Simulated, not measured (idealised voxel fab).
Process module name: voxel self aligned vias
Cross-section cut spans 145 nm and uses square cells 5 nm in size.
Think of the cross-section as a grid of square cells. We describe it in bands, top to bottom, and each band covers one or more rows of those cells. Quick guide to a band line: top height, bottom height (nm) up front; then every material left to right with its width in nm. Only one material and it's marked "full width"? Then it fills the band edge to edge. And "air" just means empty space. Note: height 0 marks the level under which the wafer is uniformly one material as received. Lowest band unbounded below, written "top 0, no bottom". Top row gets the first number, bottom row gets the second, and each row in between changes by the same step: that is how a band width like "30 to 40" works. Given "remained unchanged" for a step, no cell of the cross-section differs between before and after that step. What "Entrapped void list" gives you is every empty space of 8 cells or more that is cut off from the top. Each appears as width x height at distance, with the distance taken from the left edge and width, height and distance all in nm. Whatever follows a step's settings on its line is a remark the simulator itself makes about that step. The setting "overlay nm" may be written on the line of a step. When the step uses a mask, the value reports how far to the right of the planned place the mask lay, and a negative value reports that it lay to the left.
The steps planned for the process are as follows:
1 op RECEIVE | material Si
2 op CONFORMAL_DEP | material SiO2 | thk nm 10
3 op CONFORMAL_DEP | material SiCN | thk nm 5
4 op DIRECTIONAL_DEP | material SiO2 | thk nm 30
5 op MASKED_ETCH | tone open | mask id LINES | width nm 30 | pitch nm 55 | etch materials SiO2 | depth nm 30 | overlay nm 0
6 op CONFORMAL_DEP | material TiN | thk nm 5
7 op FILL_DEP | material W | thk nm 5
8 op CMP | height nm 45
9 op SELECTIVE_ETCH | etch materials W Ru TiN | depth nm 5
10 op FILL_DEP | material SiN | thk nm 5
11 op CMP | height nm 45
12 op DIRECTIONAL_DEP | material SiO2 | thk nm 15
13 op MASKED_ETCH | tone open | mask id VIAS | width nm 40 | etch materials SiO2 | depth nm 15 | overlay nm 0
14 op MASKED_ETCH | tone open | mask id VIAS | width nm 40 | etch materials SiN | depth nm 5 | overlay nm 0
15 op CONFORMAL_DEP | material TiN | thk nm 5
16 op FILL_DEP | material Ru | thk nm 5
17 op CMP | height nm 60
18 op CONFORMAL_DEP | material SiN | thk nm 5
Below: the first of two wafers, run as planned:
Cross-sectional view of the wafer in its as-received condition, corresponding to the state after step 1:
* top 0, no bottom = Si full width
* Entrapped void list: none
The following cross-section depicts the wafer upon completion of step 2:
* top 10, bottom 0 = SiO2 full width
* All layers under 0 are left as they were.
The following cross-section depicts the wafer upon completion of step 3:
* top 15, bottom 10 = SiCN full width
* All layers under 10 are left as they were.
The following cross-section depicts the wafer upon completion of step 4:
* top 45, bottom 15 = SiO2 full width
* All layers under 15 are left as they were.
The following cross-section depicts the wafer upon completion of step 5:
* top 45, bottom 15 = 30 nm SiO2, then 30 nm air, then 25 nm SiO2, then 30 nm air, then 30 nm SiO2
* All layers under 15 are left as they were.
The following cross-section depicts the wafer upon completion of step 6:
* top 50, bottom 45 = 35 nm TiN, then 20 nm air, then 35 nm TiN, then 20 nm air, then 35 nm TiN
* top 45, bottom 20 = 30 nm SiO2, then 5 nm TiN, then 20 nm air, then 5 nm TiN, then 25 nm SiO2, then 5 nm TiN, then 20 nm air, then 5 nm TiN, then 30 nm SiO2
* top 20, bottom 15 = 30 nm SiO2, then 30 nm TiN, then 25 nm SiO2, then 30 nm TiN, then 30 nm SiO2
* All layers under 15 are left as they were.
The following cross-section depicts the wafer upon completion of step 7:
* top 55, bottom 50 = W full width
* top 50, bottom 45 = 35 nm TiN, then 20 nm W, then 35 nm TiN, then 20 nm W, then 35 nm TiN
* top 45, bottom 20 = 30 nm SiO2, then 5 nm TiN, then 20 nm W, then 5 nm TiN, then 25 nm SiO2, then 5 nm TiN, then 20 nm W, then 5 nm TiN, then 30 nm SiO2
* All layers under 20 are left as they were.
The following cross-section depicts the wafer upon completion of step 8:
* top 45, bottom 20 = 30 nm SiO2, then 5 nm TiN, then 20 nm W, then 5 nm TiN, then 25 nm SiO2, then 5 nm TiN, then 20 nm W, then 5 nm TiN, then 30 nm SiO2
* All layers under 20 are left as they were.
The following cross-section depicts the wafer upon completion of step 9:
* top 45, bottom 40 = 30 nm SiO2, then 30 nm air, then 25 nm SiO2, then 30 nm air, then 30 nm SiO2
* All layers under 40 are left as they were.
The following cross-section depicts the wafer upon completion of step 10:
* top 50, bottom 45 = SiN full width
* top 45, bottom 40 = 30 nm SiO2, then 30 nm SiN, then 25 nm SiO2, then 30 nm SiN, then 30 nm SiO2
* All layers under 40 are left as they were.
The following cross-section depicts the wafer upon completion of step 11:
* top 45, bottom 40 = 30 nm SiO2, then 30 nm SiN, then 25 nm SiO2, then 30 nm SiN, then 30 nm SiO2
* All layers under 40 are left as they were.
The following cross-section depicts the wafer upon completion of step 12:
* top 60, bottom 45 = SiO2 full width
* All layers under 45 are left as they were.
The following cross-section depicts the wafer upon completion of step 13:
* top 60, bottom 45 = 25 nm SiO2, then 40 nm air, then 80 nm SiO2
* All layers under 45 are left as they were.
The following cross-section depicts the wafer upon completion of step 14:
* top 60, bottom 45 = 25 nm SiO2, then 40 nm air, then 80 nm SiO2
* top 45, bottom 40 = 30 nm SiO2, then 30 nm air, then 25 nm SiO2, then 30 nm SiN, then 30 nm SiO2
* All layers under 40 are left as they were.
The following cross-section depicts the wafer upon completion of step 15:
* top 65, bottom 60 = 30 nm TiN, then 30 nm air, then 85 nm TiN
* top 60, bottom 50 = 25 nm SiO2, then 5 nm TiN, then 30 nm air, then 5 nm TiN, then 80 nm SiO2
* top 50, bottom 45 = 25 nm SiO2, then 10 nm TiN, then 20 nm air, then 10 nm TiN, then 80 nm SiO2
* top 45, bottom 40 = 30 nm SiO2, then 30 nm TiN, then 25 nm SiO2, then 30 nm SiN, then 30 nm SiO2
* All layers under 40 are left as they were.
The following cross-section depicts the wafer upon completion of step 16:
* top 70, bottom 65 = Ru full width
* top 65, bottom 60 = 30 nm TiN, then 30 nm Ru, then 85 nm TiN
* top 60, bottom 50 = 25 nm SiO2, then 5 nm TiN, then 30 nm Ru, then 5 nm TiN, then 80 nm SiO2
* top 50, bottom 45 = 25 nm SiO2, then 10 nm TiN, then 20 nm Ru, then 10 nm TiN, then 80 nm SiO2
* All layers under 45 are left as they were.
The following cross-section depicts the wafer upon completion of step 17:
* top 60, bottom 50 = 25 nm SiO2, then 5 nm TiN, then 30 nm Ru, then 5 nm TiN, then 80 nm SiO2
* All layers under 50 are left as they were.
The following cross-section depicts the wafer upon completion of step 18:
* top 65, bottom 60 = SiN full width
* All layers under 60 are left as they were.
Second Wafer (Identical Start and Plan, One Processing Error; Matches First Wafer Through Step 4):
Second wafer, cut view, end of step 5 per plan:
* top 45, bottom 15 = 25 nm SiO2, then 30 nm air, then 25 nm SiO2, then 30 nm air, then 35 nm SiO2
* All layers under 15 are left as they were.
Second wafer, cut view, end of step 6 per plan:
* top 50, bottom 45 = 30 nm TiN, then 20 nm air, then 35 nm TiN, then 20 nm air, then 40 nm TiN
* top 45, bottom 20 = 25 nm SiO2, then 5 nm TiN, then 20 nm air, then 5 nm TiN, then 25 nm SiO2, then 5 nm TiN, then 20 nm air, then 5 nm TiN, then 35 nm SiO2
* top 20, bottom 15 = 25 nm SiO2, then 30 nm TiN, then 25 nm SiO2, then 30 nm TiN, then 35 nm SiO2
* All layers under 15 are left as they were.
Second wafer, cut view, end of step 7 per plan:
* top 55, bottom 50 = W full width
* top 50, bottom 45 = 30 nm TiN, then 20 nm W, then 35 nm TiN, then 20 nm W, then 40 nm TiN
* top 45, bottom 20 = 25 nm SiO2, then 5 nm TiN, then 20 nm W, then 5 nm TiN, then 25 nm SiO2, then 5 nm TiN, then 20 nm W, then 5 nm TiN, then 35 nm SiO2
* All layers under 20 are left as they were.
Second wafer, cut view, end of step 8 per plan:
* top 45, bottom 20 = 25 nm SiO2, then 5 nm TiN, then 20 nm W, then 5 nm TiN, then 25 nm SiO2, then 5 nm TiN, then 20 nm W, then 5 nm TiN, then 35 nm SiO2
* All layers under 20 are left as they were.
Second wafer, cut view, end of step 9 per plan:
* top 45, bottom 40 = 25 nm SiO2, then 30 nm air, then 25 nm SiO2, then 30 nm air, then 35 nm SiO2
* All layers under 40 are left as they were.
Second wafer, cut view, end of step 10 per plan:
* top 50, bottom 45 = SiN full width
* top 45, bottom 40 = 25 nm SiO2, then 30 nm SiN, then 25 nm SiO2, then 30 nm SiN, then 35 nm SiO2
* All layers under 40 are left as they were.
Second wafer, cut view, end of step 11 per plan:
* top 45, bottom 40 = 25 nm SiO2, then 30 nm SiN, then 25 nm SiO2, then 30 nm SiN, then 35 nm SiO2
* All layers under 40 are left as they were.
Second wafer, cut view, end of step 12 per plan:
* top 60, bottom 45 = SiO2 full width
* All layers under 45 are left as they were.
Second wafer, cut view, end of step 13 per plan:
* top 60, bottom 45 = 25 nm SiO2, then 40 nm air, then 80 nm SiO2
* All layers under 45 are left as they were.
Second wafer, cut view, end of step 14 per plan:
* top 60, bottom 45 = 25 nm SiO2, then 40 nm air, then 80 nm SiO2
* top 45, bottom 40 = 25 nm SiO2, then 30 nm air, then 25 nm SiO2, then 30 nm SiN, then 35 nm SiO2
* All layers under 40 are left as they were.
Second wafer, cut view, end of step 15 per plan:
* top 65, bottom 60 = 30 nm TiN, then 30 nm air, then 85 nm TiN
* top 60, bottom 50 = 25 nm SiO2, then 5 nm TiN, then 30 nm air, then 5 nm TiN, then 80 nm SiO2
* top 50, bottom 45 = 25 nm SiO2, then 5 nm TiN, then 20 nm air, then 15 nm TiN, then 80 nm SiO2
* top 45, bottom 40 = 25 nm SiO2, then 30 nm TiN, then 25 nm SiO2, then 30 nm SiN, then 35 nm SiO2
* All layers under 40 are left as they were.
Second wafer, cut view, end of step 16 per plan:
* top 70, bottom 65 = Ru full width
* top 65, bottom 60 = 30 nm TiN, then 30 nm Ru, then 85 nm TiN
* top 60, bottom 50 = 25 nm SiO2, then 5 nm TiN, then 30 nm Ru, then 5 nm TiN, then 80 nm SiO2
* top 50, bottom 45 = 25 nm SiO2, then 5 nm TiN, then 20 nm Ru, then 15 nm TiN, then 80 nm SiO2
* All layers under 45 are left as they were.
Second wafer, cut view, end of step 17 per plan:
* top 60, bottom 50 = 25 nm SiO2, then 5 nm TiN, then 30 nm Ru, then 5 nm TiN, then 80 nm SiO2
* All layers under 50 are left as they were.
Second wafer, cut view, end of step 18 per plan:
* top 65, bottom 60 = SiN full width
* All layers under 60 are left as they were.
Which mistake was made when the wafer was run? contrary to plan, step 5 was performed as op MASKED_ETCH | tone open | mask id LINES | width nm 30 | pitch nm 55 | etch materials SiO2 | depth nm 30 | overlay nm -5
Matching per-material cell counts, mismatched positions: that is how the second wafer compares with the first at the end.
